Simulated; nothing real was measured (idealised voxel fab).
voxel plated lines: a process module
FYI the section here is cut, 265 nm wide, cells are 5 nm squares.
If you're reading a cross-section in this doc, picture square cells in a grid; it comes to you as bands, top ones listed first down to the bottom, and a band can be one or more rows of cells.
Quick guide to a band line: top height, bottom height (nm) up front; then every material left to right with its width in nm. Only one material and it's marked "throughout"? Then it fills the band edge to edge. And "empty" just means empty space.
Counting heights begins at 0, where everything beneath is, in the wafer as received, one material. The lowest band has no bottom; it goes on downwards, as "0 and below" shows.
Per-row width for "30..40": begins at first number (top row of band), ends at second number (bottom row), increment between rows held constant.
What does "remains unaltered" mean for a step? It means no cell of the cross-section changed in that step.
Under "Trapped cavities" you'll find the enclosed gaps, the ones with no way out to the top, that are 8 cells or bigger; each reads width x height at distance, with distance counted from the left edge, everything in nm.
Step line, after settings: the simulator's comment on this step.
What "overlay nm" on a step's line means: if the step has a mask, that mask lay this far to the right of its planned place, or, when the value is negative, to the left.
Here's what the planned process steps look like:
1 RECEIVE [material Si]
2 CONFORMAL_DEP [material SiO2] [thk nm 5]
3 DIRECTIONAL_DEP [material TiN] [thk nm 5]
4 PATTERN [tone open] [mask id LINES] [material resist] [width nm 30] [pitch nm 60] [thk nm 30] [overlay nm 0]
5 EPI [material Ru] [thk nm 10]
6 EPI [material Ru] [thk nm 10]
7 STRIP [etch materials resist]
8 DIRECTIONAL_ETCH [etch materials TiN] [depth nm 5]
9 CONFORMAL_DEP [material SiO2] [thk nm 10]
First wafer out of two, processed as planned:
Cross-sectional view of the wafer in its as-received condition, corresponding to the state after step 1:
- 0 and below | Si throughout
- Trapped cavities: none
You're looking at a cross-section of the wafer after step 2:
- 5 down to 0 | SiO2 throughout
- Lower than 0, everything is as it was.
You're looking at a cross-section of the wafer after step 3:
- 10 down to 5 | TiN throughout
- Lower than 5, everything is as it was.
You're looking at a cross-section of the wafer after step 4:
- 40 down to 10 | resist 85, empty 30, resist 30, empty 30, resist 90
- Lower than 10, everything is as it was.
You're looking at a cross-section of the wafer after step 5:
- 40 down to 20 | resist 85, empty 30, resist 30, empty 30, resist 90
- 20 down to 10 | resist 85, Ru 30, resist 30, Ru 30, resist 90
- Lower than 10, everything is as it was.
You're looking at a cross-section of the wafer after step 6:
- 40 down to 30 | resist 85, empty 30, resist 30, empty 30, resist 90
- 30 down to 10 | resist 85, Ru 30, resist 30, Ru 30, resist 90
- Lower than 10, everything is as it was.
You're looking at a cross-section of the wafer after step 7:
- 30 down to 10 | empty 85, Ru 30, empty 30, Ru 30, empty 90
- Lower than 10, everything is as it was.
You're looking at a cross-section of the wafer after step 8:
- 30 down to 10 | empty 85, Ru 30, empty 30, Ru 30, empty 90
- 10 down to 5 | empty 85, TiN 30, empty 30, TiN 30, empty 90
- Lower than 5, everything is as it was.
You're looking at a cross-section of the wafer after step 9:
- 40 down to 30 | empty 75, SiO2 50, empty 10, SiO2 50, empty 80
- 30 down to 15 | empty 75, SiO2 10, Ru 30, SiO2 10, empty 10, SiO2 10, Ru 30, SiO2 10, empty 80
- 15 down to 10 | SiO2 85, Ru 30, SiO2 30, Ru 30, SiO2 90
- 10 down to 5 | SiO2 85, TiN 30, SiO2 30, TiN 30, SiO2 90
- Lower than 5, everything is as it was.
The second wafer was prepared from the same starting point and under the same plan as the first; its processing contained one mistake, and it remains indistinguishable from the first wafer up to and including step 3:
The second wafer cut through, at the time step 4 was supposed to be finished:
- 40 down to 10 | resist 90, empty 20, resist 40, empty 20, resist 95
- Lower than 10, everything is as it was.
The second wafer cut through, at the time step 5 was supposed to be finished:
- 40 down to 20 | resist 90, empty 20, resist 40, empty 20, resist 95
- 20 down to 10 | resist 90, Ru 20, resist 40, Ru 20, resist 95
- Lower than 10, everything is as it was.
The second wafer cut through, at the time step 6 was supposed to be finished:
- 40 down to 30 | resist 90, empty 20, resist 40, empty 20, resist 95
- 30 down to 10 | resist 90, Ru 20, resist 40, Ru 20, resist 95
- Lower than 10, everything is as it was.
The second wafer cut through, at the time step 7 was supposed to be finished:
- 30 down to 10 | empty 90, Ru 20, empty 40, Ru 20, empty 95
- Lower than 10, everything is as it was.
The second wafer cut through, at the time step 8 was supposed to be finished:
- 30 down to 10 | empty 90, Ru 20, empty 40, Ru 20, empty 95
- 10 down to 5 | empty 90, TiN 20, empty 40, TiN 20, empty 95
- Lower than 5, everything is as it was.
The second wafer cut through, at the time step 9 was supposed to be finished:
- 40 down to 30 | empty 80, SiO2 40, empty 20, SiO2 40, empty 85
- 30 down to 15 | empty 80, SiO2 10, Ru 20, SiO2 10, empty 20, SiO2 10, Ru 20, SiO2 10, empty 85
- 15 down to 10 | SiO2 90, Ru 20, SiO2 40, Ru 20, SiO2 95
- 10 down to 5 | SiO2 90, TiN 20, SiO2 40, TiN 20, SiO2 95
- Lower than 5, everything is as it was.
Against the plan, the run slipped here: not per plan at step 4, really ran PATTERN [tone open] [mask id LINES] [material resist] [width nm 20] [pitch nm 60] [thk nm 30] [overlay nm 0]
Bottom line after processing is that, in cells, the second wafer is up or down on some materials versus the first: -16 Ru, -4 TiN
